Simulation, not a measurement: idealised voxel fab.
Documented hereafter: the process module known as voxel self aligned contacts.
235 nm wide, 5 nm square cells: that's cross-section cut.
If you're reading a cross-section in this doc, picture square cells in a grid; it comes to you as bands, top ones listed first down to the bottom, and a band can be one or more rows of cells.
Within each band entry, the heights of the top and of the bottom of the band appear first, in that order and in nm; the materials of the band then follow from left to right, each with its corresponding width in nm. The designation "edge to edge" on a single material indicates that it fills the band from edge to edge; the designation "blank" indicates empty space.
Height datum 0, below which the as-received substrate wafer is one material. Lowest band open at the bottom, running downward: "0 -> down".
It should be noted that a width expressed as "30..40" varies in equal increments from row to row of cells within the band, taking the value of the first number at the top row and that of the second number at the bottom row.
Basically "no alterations made" means that step didn't change any cell in the cross-section.
What "Trapped voids" gives you is every empty space of 8 cells or more that is cut off from the top. Each appears as width x height at distance, with the distance taken from the left edge and width, height and distance all in nm.
Step line, after settings: the simulator's comment on this step.
"overlay nm" on a masked step: distance the mask lay right of its planned place, negative for left.

BELOW IS THE LIST OF PLANNED PROCESS STEPS
1. RECEIVE with material Si
2. OXIDIZE with depth nm 5
3. DIRECTIONAL_DEP with material polySi, thk nm 30
4. DIRECTIONAL_DEP with material SiN, thk nm 20
5. PATTERN with tone cover, mask id GATE, material resist, width nm 30, pitch nm 70, thk nm 15, overlay nm 0
6. DIRECTIONAL_ETCH with etch materials SiN, depth nm 20
7. DIRECTIONAL_ETCH with etch materials polySi, depth nm 30
8. STRIP with etch materials resist
9. CONFORMAL_DEP with material SiN, thk nm 10
10. DIRECTIONAL_ETCH with etch materials SiN, depth nm 10
11. FILL_DEP with material SiO2, thk nm 20
12. CMP with height nm 60
13. DIRECTIONAL_DEP with material aC, thk nm 15
14. PATTERN with tone open, mask id CONTACT, material resist, width nm 50, pitch nm 70, thk nm 30, overlay nm 0
15. DIRECTIONAL_ETCH with etch materials aC, depth nm 15
16. STRIP with etch materials resist
17. DIRECTIONAL_ETCH with etch materials SiO2, depth nm 65
18. STRIP with etch materials aC
19. CONFORMAL_DEP with material TiN, thk nm 5
20. FILL_DEP with material W, thk nm 5
21. CMP with height nm 60
22. CONFORMAL_DEP with material SiCN, thk nm 5

CROSS-SECTION: WAFER ON ARRIVAL = AFTER STEP 1
* 0 -> down | Si edge to edge
* Trapped voids: none

THE PLAN ABOVE WAS CARRIED OUT ON THE STARTING STRUCTURE ABOVE WITH ONE MISTAKE, AND THIS CROSS-SECTION SHOWS THE WAFER AT THE END OF THE MODULE
* 65 -> 60 | SiCN edge to edge
* 60 -> 50 | 60 nm SiO2, then 5..15 nm TiN, then 40..10 nm W, then 5..25 nm TiN, then 20 nm SiO2, then 5..15 nm TiN, then 40..10 nm W, then 5..25 nm TiN, then 55 nm SiO2
* 50 -> 30 | 20 nm SiO2, then 50 nm SiN, then 5 nm TiN, then 10 nm W, then 5 nm TiN, then 50 nm SiN, then 5 nm TiN, then 10 nm W, then 5 nm TiN, then 50 nm SiN, then 25 nm SiO2
* 30 -> 0 | 20 nm SiO2, then 10 nm SiN, then 30 nm polySi, then 10 nm SiN, then 5 nm TiN, then 10 nm W, then 5 nm TiN, then 10 nm SiN, then 30 nm polySi, then 10 nm SiN, then 5 nm TiN, then 10 nm W, then 5 nm TiN, then 10 nm SiN, then 30 nm polySi, then 10 nm SiN, then 25 nm SiO2
* 0 -> -5 | 70 nm SiO2, then 20 nm TiN, then 50 nm SiO2, then 20 nm TiN, then 75 nm SiO2
* -5 -> down | Si edge to edge
* Trapped voids: none
Diagnosis: step 14 was processed under conditions differing from the plan, specifically as PATTERN with tone open, mask id CONTACT, material resist, width nm 50, pitch nm 70, thk nm 30, overlay nm 5
